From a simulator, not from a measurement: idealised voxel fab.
process module | voxel transistor to metal
cross-section cut | 160 nm wide | cells 5 nm
A cross-section is a grid of square cells, given in bands from the top down. A band is one or more rows of cells.
Each band's line starts with the height of the band's top and of its bottom, in nm. Then come its materials from left to right, each with its width in nm. One material with "throughout" fills the band from edge to edge. "air" is empty space.
Height 0 is the level under which the wafer as received is all one material. The lowest band goes on downwards, as in "0 down".
A width such as "30 to 40" changes by the same amount from each row of cells to the next, from the band's top row to its bottom row.
"no change" after a step means that no cell of the cross-section changed.
closed voids: empty space of 8 cells or more with no open way to the top, each as width x height at its distance from the left edge, in nm
after a step's settings: what the simulator itself notes on the step
overlay nm, on a step with a mask: how far to the right of its planned place the mask lay; to the left if negative
Each pair below shows a cross-section before one step and the cross-section after it, down to the lowest band that changed. The line under each pair gives the step between them, with its settings. The pairs can come from different runs of this module on the same starting wafer, so a pair continues from the pair above only where its "before" says so.
before
  110 to 105: TiN 40 | air 10 | TiN 60 | air 10 | TiN 40
  105 to 90: SiO2 35 | TiN 5 | air 10 | TiN 5 | SiO2 50 | TiN 5 | air 10 | TiN 5 | SiO2 35
  90 to 85: SiO2 35 | TiN 5 | air 5 | TiN 10 | SiO2 50 | TiN 5 | air 5 | TiN 10 | SiO2 35
  85 to 75: SiO2 35 | TiN 5 | air 5 | TiN 5 | SiO2 55 | TiN 5 | air 5 | TiN 5 | SiO2 40
  75 to 70: SiCN 35 | TiN 15 | SiCN 55 | TiN 15 | SiCN 40
  70 to 55: lowk 35 | TiN 5 | Cu 10 | TiN 5 | lowk 50 | TiN 5 | Cu 10 | TiN 5 | lowk 35
  55 to 50: SiCN 35 | TiN 20 | SiCN 50 | TiN 20 | SiCN 35
  50 to 40: SiO2 35 | TiN 5 | W 10 | TiN 5 | SiO2 50 | TiN 5 | W 10 | TiN 5 | SiO2 35
  40 to 30: SiO2 35 | TiN 5 | W 10 | TiN 5 | SiO2 5 | SiN 5 | SiO2 5 | SiCN 20 | SiO2 5 | SiN 5 | SiO2 5 | TiN 5 | W 10 | TiN 5 | SiO2 35
  30 to 10: SiO2 35 | TiN 5 | W 10 | TiN 5 | SiO2 5 | SiN 5 | SiO2 5 | polySi 20 | SiO2 5 | SiN 5 | SiO2 5 | TiN 5 | W 10 | TiN 5 | SiO2 35
  10 to 5: SiO2 35 | TiN 20 | SiO2 5 | SiN 5 | SiO2 5 | polySi 20 | SiO2 5 | SiN 5 | SiO2 5 | TiN 20 | SiO2 35
  5 to 0: SiO2 25 | SiGe 35 | SiN 5 | SiO2 5 | polySi 20 | SiO2 5 | SiN 5 | SiGe 35 | SiO2 25
  0 to -5: SiO2 25 | SiN 5 | SiGe 30 | SiN 5 | SiO2 5 | polySi 20 | SiO2 5 | SiN 5 | SiGe 30 | SiN 5 | SiO2 25
  -5 to -10: SiO2 30 | SiGe 30 | SiO2 40 | SiGe 30 | SiO2 30
  -10 to -20: SiO2 25 | Si 5 | SiGe 30 | Si 40 | SiGe 30 | Si 5 | SiO2 25
  -20 to -40: SiO2 25 | Si 110 | SiO2 25
  -40 down: Si throughout
  closed voids: none
after
  115 to 110: Cu throughout
  110 to 105: TiN 40 | Cu 10 | TiN 60 | Cu 10 | TiN 40
  105 to 90: SiO2 35 | TiN 5 | Cu 10 | TiN 5 | SiO2 50 | TiN 5 | Cu 10 | TiN 5 | SiO2 35
  90 to 85: SiO2 35 | TiN 5 | Cu 5 | TiN 10 | SiO2 50 | TiN 5 | Cu 5 | TiN 10 | SiO2 35
  85 to 75: SiO2 35 | TiN 5 | Cu 5 | TiN 5 | SiO2 55 | TiN 5 | Cu 5 | TiN 5 | SiO2 40
  below 75: unchanged
  closed voids: none
the step between: op FILL_DEP | material Cu | thk nm 5
before: the cross-section after the pair above
after
  105 to 90: SiO2 35 | TiN 5 | Cu 10 | TiN 5 | SiO2 50 | TiN 5 | Cu 10 | TiN 5 | SiO2 35
  below 90: unchanged
  closed voids: none
the step between: op CMP | height nm 105
before: the cross-section after the pair above
after
  110 to 105: SiN throughout
  below 105: unchanged
  closed voids: none
the step between: op CONFORMAL_DEP | material SiN | thk nm 5
before
  10 to 0: SiN throughout
  0 to -5: SiO2 throughout
  -5 down: Si throughout
  closed voids: none
after
  10 to 0: air 25 | SiN 115 | air 20
  below 0: unchanged
  closed voids: none
the step between: op MASKED_ETCH | tone cover | mask id ACTIVE | width nm 115 | etch materials SiN | depth nm 10 | overlay nm 0
before: the cross-section after the pair above
after
  10 to 0: air 25 | SiN 115 | air 20
  0 to -5: air 25 | SiO2 115 | air 20
  below -5: unchanged
  closed voids: none
the step between: op MASKED_ETCH | tone cover | mask id ACTIVE | width nm 110 | etch materials SiO2 | depth nm 5 | overlay nm 0
before: the cross-section after the pair above
after
  10 to 0: air 25 | SiN 115 | air 20
  0 to -5: air 25 | SiO2 115 | air 20
  -5 to -40: air 25 | Si 115 | air 20
  below -40: unchanged
  closed voids: none
the step between: op MASKED_ETCH | tone cover | mask id ACTIVE | width nm 110 | etch materials Si | depth nm 35 | overlay nm 0
before: the cross-section after the pair above
after
  25 to 10: SiO2 throughout
  10 to 0: SiO2 25 | SiN 115 | SiO2 20
  0 to -5: SiO2 throughout
  -5 to -40: SiO2 25 | Si 115 | SiO2 20
  below -40: unchanged
  closed voids: none
the step between: op FILL_DEP | material SiO2 | thk nm 15
before: the cross-section after the pair above
after
  10 to 0: SiO2 25 | SiN 115 | SiO2 20
  below 0: unchanged
  closed voids: none
the step between: op CMP | height nm 10
before: the cross-section after the pair above
after
  10 to 5: air 25 | SiN 115 | air 20
  below 5: unchanged
  closed voids: none
the step between: op SELECTIVE_ETCH | etch materials SiO2 | depth nm 5
before: the cross-section after the pair above
after
  5 to 0: SiO2 25 | air 115 | SiO2 20
  below 0: unchanged
  closed voids: none
the step between: op STRIP | etch materials SiN
before: the cross-section after the pair above
after
  0 to -5: SiO2 20 | air 125 | SiO2 15
  below -5: unchanged
  closed voids: none
the step between: op SELECTIVE_ETCH | etch materials SiO2 | depth nm 5
before: the cross-section after the pair above
after
  0 to -5: SiO2 20 | air 125 | SiO2 15
  -5 to -10: SiO2 throughout
  below -10: unchanged
  closed voids: none
the step between: op OXIDIZE | depth nm 5
before: the cross-section after the pair above
after
  30 to 25: polySi 20 | air 125 | polySi 15
  25 to 0: polySi throughout
  0 to -5: SiO2 20 | polySi 125 | SiO2 15
  below -5: unchanged
  closed voids: none
the step between: op DIRECTIONAL_DEP | material polySi | thk nm 30
before: the cross-section after the pair above
after
  45 to 40: SiCN 20 | air 125 | SiCN 15
  40 to 30: SiCN throughout
  30 to 25: polySi 20 | SiCN 125 | polySi 15
  below 25: unchanged
  closed voids: none
the step between: op DIRECTIONAL_DEP | material SiCN | thk nm 15
before: the cross-section after the pair above
after
  60 to 55: aC 20 | air 125 | aC 15
  55 to 45: aC throughout
  45 to 40: SiCN 20 | aC 125 | SiCN 15
  below 40: unchanged
  closed voids: none
the step between: op DIRECTIONAL_DEP | material aC | thk nm 15
before: the cross-section after the pair above
after
  90 to 60: air 70 | resist 20 | air 70
  60 to 55: aC 20 | air 50 | resist 20 | air 55 | aC 15
  below 55: unchanged
  closed voids: none
the step between: op PATTERN | tone cover | mask id GATE | material resist | width nm 20 | thk nm 30 | overlay nm 0
before: the cross-section after the pair above
after
  75 to 55: air 70 | resist 20 | air 70
  55 to 45: air 70 | aC 20 | air 70
  45 to 40: SiCN 20 | air 50 | aC 20 | air 55 | SiCN 15
  below 40: unchanged
  closed voids: none
the step between: op DIRECTIONAL_ETCH | etch materials aC | depth nm 15
before: the cross-section after the pair above
after
  55 to 45: air 70 | aC 20 | air 70
  below 45: unchanged
  closed voids: none
the step between: op STRIP | etch materials resist
before: the cross-section after the pair above
after
  55 to 40: air 70 | aC 20 | air 70
  40 to 30: air 70 | SiCN 20 | air 70
  30 to 25: polySi 20 | air 50 | SiCN 20 | air 55 | polySi 15
  below 25: unchanged
  closed voids: none
the step between: op DIRECTIONAL_ETCH | etch materials SiCN | depth nm 25
before: the cross-section after the pair above
after
  55 to 40: air 70 | aC 20 | air 70
  40 to 25: air 70 | SiCN 20 | air 70
  25 to 0: air 70 | polySi 20 | air 70
  0 to -5: SiO2 20 | air 50 | polySi 20 | air 55 | SiO2 15
  below -5: unchanged
  closed voids: none
the step between: op DIRECTIONAL_ETCH | etch materials polySi | depth nm 40
before: the cross-section after the pair above
after
  40 to 25: air 70 | SiCN 20 | air 70
  below 25: unchanged
  closed voids: none
the step between: op STRIP | etch materials aC
before: the cross-section after the pair above
after
  45 to 40: air 65 | SiO2 30 | air 65
  40 to 25: air 65 | SiO2 5 | SiCN 20 | SiO2 5 | air 65
  25 to 5: air 65 | SiO2 5 | polySi 20 | SiO2 5 | air 65
  5 to 0: SiO2 25 | air 40 | SiO2 5 | polySi 20 | SiO2 5 | air 45 | SiO2 20
  0 to -5: SiO2 70 | polySi 20 | SiO2 70
  below -5: unchanged
  closed voids: none
the step between: op CONFORMAL_DEP | material SiO2 | thk nm 5
before: the cross-section after the pair above
after
  40 to 25: air 65 | SiO2 5 | SiCN 20 | SiO2 5 | air 65
  25 to 0: air 65 | SiO2 5 | polySi 20 | SiO2 5 | air 65
  0 to -5: SiO2 25 | air 40 | SiO2 5 | polySi 20 | SiO2 5 | air 45 | SiO2 20
  below -5: unchanged
  closed voids: none
the step between: op DIRECTIONAL_ETCH | etch materials SiO2 | depth nm 5
before: the cross-section after the pair above
after
  45 to 40: air 60 | SiN 40 | air 60
  40 to 25: air 60 | SiN 5 | SiO2 5 | SiCN 20 | SiO2 5 | SiN 5 | air 60
  25 to 5: air 60 | SiN 5 | SiO2 5 | polySi 20 | SiO2 5 | SiN 5 | air 60
  5 to 0: SiN 30 | air 30 | SiN 5 | SiO2 5 | polySi 20 | SiO2 5 | SiN 5 | air 35 | SiN 25
  0 to -5: SiO2 25 | SiN 40 | SiO2 5 | polySi 20 | SiO2 5 | SiN 45 | SiO2 20
  below -5: unchanged
  closed voids: none
the step between: op CONFORMAL_DEP | material SiN | thk nm 5
before: the cross-section after the pair above
after
  40 to 25: air 60 | SiN 5 | SiO2 5 | SiCN 20 | SiO2 5 | SiN 5 | air 60
  25 to 0: air 60 | SiN 5 | SiO2 5 | polySi 20 | SiO2 5 | SiN 5 | air 60
  0 to -5: SiO2 25 | SiN 5 | air 30 | SiN 5 | SiO2 5 | polySi 20 | SiO2 5 | SiN 5 | air 35 | SiN 5 | SiO2 20
  below -5: unchanged
  closed voids: none
the step between: op DIRECTIONAL_ETCH | etch materials SiN | depth nm 5
before: the cross-section after the pair above
after
  40 to 35: air 60 | SiN 5 | air 5 | SiCN 20 | air 5 | SiN 5 | air 60
  35 to 25: air 60 | SiN 5 | SiO2 5 | SiCN 20 | SiO2 5 | SiN 5 | air 60
  25 to 0: air 60 | SiN 5 | SiO2 5 | polySi 20 | SiO2 5 | SiN 5 | air 60
  0 to -5: air 25 | SiN 5 | air 30 | SiN 5 | SiO2 5 | polySi 20 | SiO2 5 | SiN 5 | air 35 | SiN 5 | air 20
  -5 to -10: SiO2 30 | air 30 | SiO2 40 | air 35 | SiO2 25
  below -10: unchanged
  closed voids: none
the step between: op DIRECTIONAL_ETCH | etch materials SiO2 | depth nm 5
before: the cross-section after the pair above
after
  40 to 35: air 60 | SiN 5 | air 5 | SiCN 20 | air 5 | SiN 5 | air 60
  35 to 25: air 60 | SiN 5 | SiO2 5 | SiCN 20 | SiO2 5 | SiN 5 | air 60
  25 to 0: air 60 | SiN 5 | SiO2 5 | polySi 20 | SiO2 5 | SiN 5 | air 60
  0 to -5: air 25 | SiN 5 | air 30 | SiN 5 | SiO2 5 | polySi 20 | SiO2 5 | SiN 5 | air 35 | SiN 5 | air 20
  -5 to -10: SiO2 30 | air 30 | SiO2 40 | air 35 | SiO2 25
  -10 to -20: SiO2 25 | Si 5 | air 30 | Si 40 | air 35 | Si 5 | SiO2 20
  below -20: unchanged
  closed voids: none
the step between: op DIRECTIONAL_ETCH | etch materials Si | depth nm 10
before: the cross-section after the pair above
after
  40 to 35: air 60 | SiN 5 | air 5 | SiCN 20 | air 5 | SiN 5 | air 60
  35 to 25: air 60 | SiN 5 | SiO2 5 | SiCN 20 | SiO2 5 | SiN 5 | air 60
  25 to 5: air 60 | SiN 5 | SiO2 5 | polySi 20 | SiO2 5 | SiN 5 | air 60
  5 to 0: air 25 | SiGe 35 | SiN 5 | SiO2 5 | polySi 20 | SiO2 5 | SiN 5 | SiGe 15 | air 5 | SiGe 20 | air 20
  0 to -5: air 25 | SiN 5 | SiGe 30 | SiN 5 | SiO2 5 | polySi 20 | SiO2 5 | SiN 5 | SiGe 15 | air 5 | SiGe 15 | SiN 5 | air 20
  -5 to -10: SiO2 30 | SiGe 30 | SiO2 40 | SiGe 35 | SiO2 25
  -10 to -20: SiO2 25 | Si 5 | SiGe 30 | Si 40 | SiGe 35 | Si 5 | SiO2 20
  below -20: unchanged
  closed voids: none
the step between: op EPI | material SiGe | thk nm 15
before: the cross-section after the pair above
after
  45 to 40: SiO2 throughout
  40 to 25: SiO2 60 | SiN 5 | SiO2 5 | SiCN 20 | SiO2 5 | SiN 5 | SiO2 60
  25 to 5: SiO2 60 | SiN 5 | SiO2 5 | polySi 20 | SiO2 5 | SiN 5 | SiO2 60
  5 to 0: SiO2 25 | SiGe 35 | SiN 5 | SiO2 5 | polySi 20 | SiO2 5 | SiN 5 | SiGe 15 | SiO2 5 | SiGe 20 | SiO2 20
  0 to -5: SiO2 25 | SiN 5 | SiGe 30 | SiN 5 | SiO2 5 | polySi 20 | SiO2 5 | SiN 5 | SiGe 15 | SiO2 5 | SiGe 15 | SiN 5 | SiO2 20
  below -5: unchanged
  closed voids: none
the step between: op FILL_DEP | material SiO2 | thk nm 5
before: the cross-section after the pair above
after
  40 to 25: SiO2 60 | SiN 5 | SiO2 5 | SiCN 20 | SiO2 5 | SiN 5 | SiO2 60
  below 25: unchanged
  closed voids: none
the step between: op CMP | height nm 40
before: the cross-section after the pair above
after
  50 to 40: SiO2 throughout
  below 40: unchanged
  closed voids: none
the step between: op DIRECTIONAL_DEP | material SiO2 | thk nm 10
before: the cross-section after the pair above
after
  60 to 50: aC throughout
  below 50: unchanged
  closed voids: none
the step between: op DIRECTIONAL_DEP | material aC | thk nm 10
before: the cross-section after the pair above
after
  90 to 60: resist 35 | air 20 | resist 50 | air 20 | resist 35
  below 60: unchanged
  closed voids: none
the step between: op PATTERN | tone open | mask id CONTACT | material resist | width nm 20 | pitch nm 70 | thk nm 30 | overlay nm 0
before: the cross-section after the pair above
after
  80 to 60: resist 35 | air 20 | resist 50 | air 20 | resist 35
  60 to 50: aC 35 | air 20 | aC 50 | air 20 | aC 35
  below 50: unchanged
  closed voids: none
the step between: op DIRECTIONAL_ETCH | etch materials aC | depth nm 10
before: the cross-section after the pair above
after
  60 to 50: aC 35 | air 20 | aC 50 | air 20 | aC 35
  below 50: unchanged
  closed voids: none
the step between: op STRIP | etch materials resist
before: the cross-section after the pair above
after
  60 to 50: aC 35 | air 20 | aC 50 | air 20 | aC 35
  50 to 40: SiO2 35 | air 20 | SiO2 50 | air 20 | SiO2 35
  40 to 25: SiO2 35 | air 20 | SiO2 5 | SiN 5 | SiO2 5 | SiCN 20 | SiO2 5 | SiN 5 | SiO2 5 | air 20 | SiO2 35
  25 to 5: SiO2 35 | air 20 | SiO2 5 | SiN 5 | SiO2 5 | polySi 20 | SiO2 5 | SiN 5 | SiO2 5 | air 20 | SiO2 35
  below 5: unchanged
  closed voids: none
the step between: op DIRECTIONAL_ETCH | etch materials SiO2 | depth nm 45
before: the cross-section after the pair above
after
  50 to 40: SiO2 35 | air 20 | SiO2 50 | air 20 | SiO2 35
  below 40: unchanged
  closed voids: none
the step between: op STRIP | etch materials aC
before: the cross-section after the pair above
after
  55 to 50: TiN 40 | air 10 | TiN 60 | air 10 | TiN 40
  50 to 40: SiO2 35 | TiN 5 | air 10 | TiN 5 | SiO2 50 | TiN 5 | air 10 | TiN 5 | SiO2 35
  40 to 25: SiO2 35 | TiN 5 | air 10 | TiN 5 | SiO2 5 | SiN 5 | SiO2 5 | SiCN 20 | SiO2 5 | SiN 5 | SiO2 5 | TiN 5 | air 10 | TiN 5 | SiO2 35
  25 to 10: SiO2 35 | TiN 5 | air 10 | TiN 5 | SiO2 5 | SiN 5 | SiO2 5 | polySi 20 | SiO2 5 | SiN 5 | SiO2 5 | TiN 5 | air 10 | TiN 5 | SiO2 35
  10 to 5: SiO2 35 | TiN 20 | SiO2 5 | SiN 5 | SiO2 5 | polySi 20 | SiO2 5 | SiN 5 | SiO2 5 | TiN 20 | SiO2 35
  below 5: unchanged
  closed voids: none
the step between: op CONFORMAL_DEP | material TiN | thk nm 5
before: the cross-section after the pair above
after
  65 to 55: W throughout
  55 to 50: TiN 40 | W 10 | TiN 60 | W 10 | TiN 40
  50 to 40: SiO2 35 | TiN 5 | W 10 | TiN 5 | SiO2 50 | TiN 5 | W 10 | TiN 5 | SiO2 35
  40 to 25: SiO2 35 | TiN 5 | W 10 | TiN 5 | SiO2 5 | SiN 5 | SiO2 5 | SiCN 20 | SiO2 5 | SiN 5 | SiO2 5 | TiN 5 | W 10 | TiN 5 | SiO2 35
  25 to 10: SiO2 35 | TiN 5 | W 10 | TiN 5 | SiO2 5 | SiN 5 | SiO2 5 | polySi 20 | SiO2 5 | SiN 5 | SiO2 5 | TiN 5 | W 10 | TiN 5 | SiO2 35
  below 10: unchanged
  closed voids: none
the step between: op FILL_DEP | material W | thk nm 10
before: the cross-section after the pair above
after
  50 to 40: SiO2 35 | TiN 5 | W 10 | TiN 5 | SiO2 50 | TiN 5 | W 10 | TiN 5 | SiO2 35
  below 40: unchanged
  closed voids: none
the step between: op CMP | height nm 50
before: the cross-section after the pair above
after
  55 to 50: SiCN throughout
  below 50: unchanged
  closed voids: none
the step between: op CONFORMAL_DEP | material SiCN | thk nm 5
before: the cross-section after the pair above
after
  70 to 55: lowk throughout
  below 55: unchanged
  closed voids: none
the step between: op DIRECTIONAL_DEP | material lowk | thk nm 15
before: the cross-section after the pair above
after
  85 to 70: aC throughout
  below 70: unchanged
  closed voids: none
the step between: op DIRECTIONAL_DEP | material aC | thk nm 15
before: the cross-section after the pair above
after
  120 to 85: resist 35 | air 20 | resist 50 | air 20 | resist 35
  below 85: unchanged
  closed voids: none
the step between: op PATTERN | tone open | mask id METAL_1 | material resist | width nm 20 | pitch nm 70 | thk nm 35 | overlay nm 0
before: the cross-section after the pair above
after
  105 to 85: resist 35 | air 20 | resist 50 | air 20 | resist 35
  85 to 70: aC 35 | air 20 | aC 50 | air 20 | aC 35
  below 70: unchanged
  closed voids: none
the step between: op DIRECTIONAL_ETCH | etch materials aC | depth nm 15
before: the cross-section after the pair above
after
  85 to 70: aC 35 | air 20 | aC 50 | air 20 | aC 35
  below 70: unchanged
  closed voids: none
the step between: op STRIP | etch materials resist
before: the cross-section after the pair above
after
  85 to 70: aC 35 | air 20 | aC 50 | air 20 | aC 35
  70 to 55: lowk 35 | air 20 | lowk 50 | air 20 | lowk 35
  below 55: unchanged
  closed voids: none
the step between: op DIRECTIONAL_ETCH | etch materials lowk | depth nm 15
before: the cross-section after the pair above
after
  85 to 70: aC 35 | air 20 | aC 50 | air 20 | aC 35
  70 to 55: lowk 35 | air 20 | lowk 50 | air 20 | lowk 35
  55 to 50: SiCN 35 | air 20 | SiCN 50 | air 20 | SiCN 35
  below 50: unchanged
  closed voids: none
the step between: op DIRECTIONAL_ETCH | etch materials SiCN | depth nm 5
before: the cross-section after the pair above
after
  70 to 55: lowk 35 | air 20 | lowk 50 | air 20 | lowk 35
  below 55: unchanged
  closed voids: none
the step between: op STRIP | etch materials aC
before: the cross-section after the pair above
after
  75 to 70: TiN 40 | air 10 | TiN 60 | air 10 | TiN 40
  70 to 55: lowk 35 | TiN 5 | air 10 | TiN 5 | lowk 50 | TiN 5 | air 10 | TiN 5 | lowk 35
  55 to 50: SiCN 35 | TiN 20 | SiCN 50 | TiN 20 | SiCN 35
  below 50: unchanged
  closed voids: none
the step between: op CONFORMAL_DEP | material TiN | thk nm 5
before: the cross-section after the pair above
after
  80 to 75: Cu throughout
  75 to 70: TiN 40 | Cu 10 | TiN 60 | Cu 10 | TiN 40
  70 to 55: lowk 35 | TiN 5 | Cu 10 | TiN 5 | lowk 50 | TiN 5 | Cu 10 | TiN 5 | lowk 35
  below 55: unchanged
  closed voids: none
the step between: op FILL_DEP | material Cu | thk nm 5
before: the cross-section after the pair above
after
  70 to 55: lowk 35 | TiN 5 | Cu 10 | TiN 5 | lowk 50 | TiN 5 | Cu 10 | TiN 5 | lowk 35
  below 55: unchanged
  closed voids: none
the step between: op CMP | height nm 70
before: the cross-section after the pair above
after
  75 to 70: SiCN throughout
  below 70: unchanged
  closed voids: none
the step between: op CONFORMAL_DEP | material SiCN | thk nm 5
before: the cross-section after the pair above
after
  105 to 75: SiO2 throughout
  below 75: unchanged
  closed voids: none
the step between: op DIRECTIONAL_DEP | material SiO2 | thk nm 30
before: the cross-section after the pair above
after
  105 to 85: SiO2 35 | air 20 | SiO2 50 | air 20 | SiO2 35
  below 85: unchanged
  closed voids: none
the step between: op MASKED_ETCH | tone open | mask id METAL_2 | width nm 20 | pitch nm 70 | etch materials SiO2 | depth nm 20 | overlay nm 0
before: the cross-section after the pair above
after
  120 to 105: resist 35 | air 15 | resist 55 | air 15 | resist 40
  105 to 85: SiO2 35 | air 15 | resist 5 | SiO2 50 | air 15 | resist 5 | SiO2 35
  below 85: unchanged
  closed voids: none
the step between: op PATTERN | tone open | mask id METAL_2_HOLES | material resist | width nm 15 | pitch nm 70 | thk nm 15 | overlay nm 0
before: the cross-section after the pair above
after
  120 to 105: resist 35 | air 15 | resist 55 | air 15 | resist 40
  105 to 85: SiO2 35 | air 15 | resist 5 | SiO2 50 | air 15 | resist 5 | SiO2 35
  85 to 75: SiO2 35 | air 15 | SiO2 55 | air 15 | SiO2 40
  below 75: unchanged
  closed voids: none
the step between: op DIRECTIONAL_ETCH | etch materials SiO2 | depth nm 10
before: the cross-section after the pair above
after
  120 to 105: resist 35 | air 15 | resist 55 | air 15 | resist 40
  105 to 85: SiO2 35 | air 15 | resist 5 | SiO2 50 | air 15 | resist 5 | SiO2 35
  85 to 75: SiO2 35 | air 15 | SiO2 55 | air 15 | SiO2 40
  75 to 70: SiCN 35 | air 15 | SiCN 55 | air 15 | SiCN 40
  below 70: unchanged
  closed voids: none
the step between: op DIRECTIONAL_ETCH | etch materials SiCN | depth nm 5
before: the cross-section after the pair above
after
  105 to 85: SiO2 35 | air 20 | SiO2 50 | air 20 | SiO2 35
  below 85: unchanged
  closed voids: none
the step between: op STRIP | etch materials resist
before: the cross-section after the pair above
after
  110 to 105: TiN 40 | air 10 | TiN 60 | air 10 | TiN 40
  105 to 90: SiO2 35 | TiN 5 | air 10 | TiN 5 | SiO2 50 | TiN 5 | air 10 | TiN 5 | SiO2 35
  90 to 85: SiO2 35 | TiN 5 | air 5 | TiN 10 | SiO2 50 | TiN 5 | air 5 | TiN 10 | SiO2 35
  85 to 75: SiO2 35 | TiN 5 | air 5 | TiN 5 | SiO2 55 | TiN 5 | air 5 | TiN 5 | SiO2 40
  75 to 70: SiCN 35 | TiN 15 | SiCN 55 | TiN 15 | SiCN 40
  below 70: unchanged
  closed voids: none
the step between: op CONFORMAL_DEP | material TiN | thk nm 5
before: the cross-section after the pair above
after
  115 to 110: Cu throughout
  110 to 105: TiN 40 | Cu 10 | TiN 60 | Cu 10 | TiN 40
  105 to 90: SiO2 35 | TiN 5 | Cu 10 | TiN 5 | SiO2 50 | TiN 5 | Cu 10 | TiN 5 | SiO2 35
  90 to 85: SiO2 35 | TiN 5 | Cu 5 | TiN 10 | SiO2 50 | TiN 5 | Cu 5 | TiN 10 | SiO2 35
  85 to 75: SiO2 35 | TiN 5 | Cu 5 | TiN 5 | SiO2 55 | TiN 5 | Cu 5 | TiN 5 | SiO2 40
  below 75: unchanged
  closed voids: none
the step between: op FILL_DEP | material Cu | thk nm 5
before: the cross-section after the pair above
after
  105 to 90: SiO2 35 | TiN 5 | Cu 10 | TiN 5 | SiO2 50 | TiN 5 | Cu 10 | TiN 5 | SiO2 35
  below 90: unchanged
  closed voids: none
the step between: op CMP | height nm 105
before: the cross-section after the pair above
after
  110 to 105: SiN throughout
  below 105: unchanged
  closed voids: none
the step between: op CONFORMAL_DEP | material SiN | thk nm 5
before
  10 to 0: SiN throughout
  0 to -5: SiO2 throughout
  -5 down: Si throughout
  closed voids: none
after
  10 to 0: air 35 | SiN 110 | air 15
  below 0: unchanged
  closed voids: none
the step between: op MASKED_ETCH | tone cover | mask id ACTIVE | width nm 110 | etch materials SiN | depth nm 10 | overlay nm 10
before: the cross-section after the pair above
after
  10 to 0: air 35 | SiN 110 | air 15
  0 to -5: air 25 | SiO2 120 | air 15
  below -5: unchanged
  closed voids: none
the step between: op MASKED_ETCH | tone cover | mask id ACTIVE | width nm 110 | etch materials SiO2 | depth nm 5 | overlay nm 0
before: the cross-section after the pair above
after
  10 to 0: air 35 | SiN 110 | air 15
  0 to -5: air 25 | SiO2 120 | air 15
  -5 to -40: air 25 | Si 120 | air 15
  below -40: unchanged
  closed voids: none
the step between: op MASKED_ETCH | tone cover | mask id ACTIVE | width nm 110 | etch materials Si | depth nm 35 | overlay nm 0
before: the cross-section after the pair above
after
  25 to 10: SiO2 throughout
  10 to 0: SiO2 35 | SiN 110 | SiO2 15
  0 to -5: SiO2 throughout
  -5 to -40: SiO2 25 | Si 120 | SiO2 15
  below -40: unchanged
  closed voids: none
the step between: op FILL_DEP | material SiO2 | thk nm 15
before: the cross-section after the pair above
after
  10 to 0: SiO2 35 | SiN 110 | SiO2 15
  below 0: unchanged
  closed voids: none
the step between: op CMP | height nm 10
before: the cross-section after the pair above
after
  10 to 5: air 35 | SiN 110 | air 15
  below 5: unchanged
  closed voids: none
the step between: op SELECTIVE_ETCH | etch materials SiO2 | depth nm 5
before: the cross-section after the pair above
after
  5 to 0: SiO2 35 | air 110 | SiO2 15
  below 0: unchanged
  closed voids: none
the step between: op STRIP | etch materials SiN
before: the cross-section after the pair above
after
  0 to -5: SiO2 30 | air 120 | SiO2 10
  below -5: unchanged
  closed voids: none
the step between: op SELECTIVE_ETCH | etch materials SiO2 | depth nm 5
before: the cross-section after the pair above
after
  0 to -5: SiO2 30 | air 120 | SiO2 10
  -5 to -10: SiO2 throughout
  below -10: unchanged
  closed voids: none
the step between: op OXIDIZE | depth nm 5
before: the cross-section after the pair above
after
  30 to 25: polySi 30 | air 120 | polySi 10
  25 to 0: polySi throughout
  0 to -5: SiO2 30 | polySi 120 | SiO2 10
  below -5: unchanged
  closed voids: none
the step between: op DIRECTIONAL_DEP | material polySi | thk nm 30
before: the cross-section after the pair above
after
  45 to 40: SiCN 30 | air 120 | SiCN 10
  40 to 30: SiCN throughout
  30 to 25: polySi 30 | SiCN 120 | polySi 10
  below 25: unchanged
  closed voids: none
the step between: op DIRECTIONAL_DEP | material SiCN | thk nm 15
before: the cross-section after the pair above
after
  60 to 55: aC 30 | air 120 | aC 10
  55 to 45: aC throughout
  45 to 40: SiCN 30 | aC 120 | SiCN 10
  below 40: unchanged
  closed voids: none
the step between: op DIRECTIONAL_DEP | material aC | thk nm 15
before: the cross-section after the pair above
after
  90 to 60: air 70 | resist 20 | air 70
  60 to 55: aC 30 | air 40 | resist 20 | air 60 | aC 10
  below 55: unchanged
  closed voids: none
the step between: op PATTERN | tone cover | mask id GATE | material resist | width nm 20 | thk nm 30 | overlay nm 0
before: the cross-section after the pair above
after
  75 to 55: air 70 | resist 20 | air 70
  55 to 45: air 70 | aC 20 | air 70
  45 to 40: SiCN 30 | air 40 | aC 20 | air 60 | SiCN 10
  below 40: unchanged
  closed voids: none
the step between: op DIRECTIONAL_ETCH | etch materials aC | depth nm 15
before: the cross-section after the pair above
after
  55 to 45: air 70 | aC 20 | air 70
  below 45: unchanged
  closed voids: none
the step between: op STRIP | etch materials resist
before: the cross-section after the pair above
after
  55 to 40: air 70 | aC 20 | air 70
  40 to 30: air 70 | SiCN 20 | air 70
  30 to 25: polySi 30 | air 40 | SiCN 20 | air 60 | polySi 10
  below 25: unchanged
  closed voids: none
the step between: op DIRECTIONAL_ETCH | etch materials SiCN | depth nm 25
before: the cross-section after the pair above
after
  55 to 40: air 70 | aC 20 | air 70
  40 to 25: air 70 | SiCN 20 | air 70
  25 to 0: air 70 | polySi 20 | air 70
  0 to -5: SiO2 30 | air 40 | polySi 20 | air 60 | SiO2 10
  below -5: unchanged
  closed voids: none
the step between: op DIRECTIONAL_ETCH | etch materials polySi | depth nm 40
before: the cross-section after the pair above
after
  40 to 25: air 70 | SiCN 20 | air 70
  below 25: unchanged
  closed voids: none
the step between: op STRIP | etch materials aC
before: the cross-section after the pair above
after
  45 to 40: air 65 | SiO2 30 | air 65
  40 to 25: air 65 | SiO2 5 | SiCN 20 | SiO2 5 | air 65
  25 to 5: air 65 | SiO2 5 | polySi 20 | SiO2 5 | air 65
  5 to 0: SiO2 35 | air 30 | SiO2 5 | polySi 20 | SiO2 5 | air 50 | SiO2 15
  0 to -5: SiO2 70 | polySi 20 | SiO2 70
  below -5: unchanged
  closed voids: none
the step between: op CONFORMAL_DEP | material SiO2 | thk nm 5
before: the cross-section after the pair above
after
  40 to 25: air 65 | SiO2 5 | SiCN 20 | SiO2 5 | air 65
  25 to 0: air 65 | SiO2 5 | polySi 20 | SiO2 5 | air 65
  0 to -5: SiO2 35 | air 30 | SiO2 5 | polySi 20 | SiO2 5 | air 50 | SiO2 15
  below -5: unchanged
  closed voids: none
the step between: op DIRECTIONAL_ETCH | etch materials SiO2 | depth nm 5
before: the cross-section after the pair above
after
  45 to 40: air 60 | SiN 40 | air 60
  40 to 25: air 60 | SiN 5 | SiO2 5 | SiCN 20 | SiO2 5 | SiN 5 | air 60
  25 to 5: air 60 | SiN 5 | SiO2 5 | polySi 20 | SiO2 5 | SiN 5 | air 60
  5 to 0: SiN 40 | air 20 | SiN 5 | SiO2 5 | polySi 20 | SiO2 5 | SiN 5 | air 40 | SiN 20
  0 to -5: SiO2 35 | SiN 30 | SiO2 5 | polySi 20 | SiO2 5 | SiN 50 | SiO2 15
  below -5: unchanged
  closed voids: none
the step between: op CONFORMAL_DEP | material SiN | thk nm 5
